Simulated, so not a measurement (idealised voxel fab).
process module | voxel ribs on slabs
cross-section cut | 280 nm wide | cells 5 nm
A cross-section is a grid of square cells, given in bands from the top down. A band is one or more rows of cells.
Each band's line starts with the height of the band's top and of its bottom, in nm. Then come its materials from left to right, each with its width in nm. One material with "throughout" fills the band from edge to edge. "air" is empty space.
Height 0 is the level under which the wafer as received is all one material. The lowest band goes on downwards, as in "0 down".
A width such as "30 to 40" changes by the same amount from each row of cells to the next, from the band's top row to its bottom row.
"no change" after a step means that no cell of the cross-section changed.
closed voids: empty space of 8 cells or more with no open way to the top, each as width x height at its distance from the left edge, in nm
after a step's settings: what the simulator itself notes on the step
overlay nm, on a step with a mask: how far to the right of its planned place the mask lay; to the left if negative
plan
1 op RECEIVE | material Si
2 op DIRECTIONAL_DEP | material SiO2 | thk nm 30
3 op DIRECTIONAL_DEP | material polySi | thk nm 20
4 op DIRECTIONAL_DEP | material aC | thk nm 15
5 op PATTERN | tone cover | mask id RIB | material resist | width nm 30 | thk nm 30 | overlay nm 0
6 op DIRECTIONAL_ETCH | etch materials aC | depth nm 15
7 op STRIP | etch materials resist
8 op DIRECTIONAL_ETCH | etch materials polySi | depth nm 15
9 op STRIP | etch materials aC
10 op DIRECTIONAL_DEP | material aC | thk nm 15
11 op PATTERN | tone cover | mask id SLAB | material resist | width nm 70 | thk nm 30 | overlay nm 0
12 op DIRECTIONAL_ETCH | etch materials aC | depth nm 15
13 op STRIP | etch materials resist
14 op DIRECTIONAL_ETCH | etch materials polySi | depth nm 5
15 op STRIP | etch materials aC
16 op FILL_DEP | material SiO2 | thk nm 30
17 op CMP | height nm 70
18 op DIRECTIONAL_DEP | material TiN | thk nm 10
19 op DIRECTIONAL_DEP | material aC | thk nm 15
20 op PATTERN | tone cover | mask id HEATER | material resist | width nm 40 | thk nm 35 | overlay nm 0
21 op DIRECTIONAL_ETCH | etch materials aC | depth nm 15
22 op STRIP | etch materials resist
23 op DIRECTIONAL_ETCH | etch materials TiN | depth nm 10
24 op STRIP | etch materials aC
25 op CONFORMAL_DEP | material SiO2 | thk nm 5
as received, after step 1
  0 down: Si throughout
  closed voids: none
a wafer at the end: this start, this plan, one mistake
  85 to 80: air 115 | SiO2 50 | air 115
  80 to 75: air 115 | SiO2 5 | TiN 40 | SiO2 5 | air 115
  75 to 70: SiO2 120 | TiN 40 | SiO2 120
  70 to 50: TiN throughout
  50 to 35: TiN 125 | polySi 30 | TiN 125
  35 to 30: TiN 105 | polySi 70 | TiN 105
  30 to 0: SiO2 throughout
  0 down: Si throughout
  closed voids: none
what went wrong: step 16 ran as: op FILL_DEP | material TiN | thk nm 30
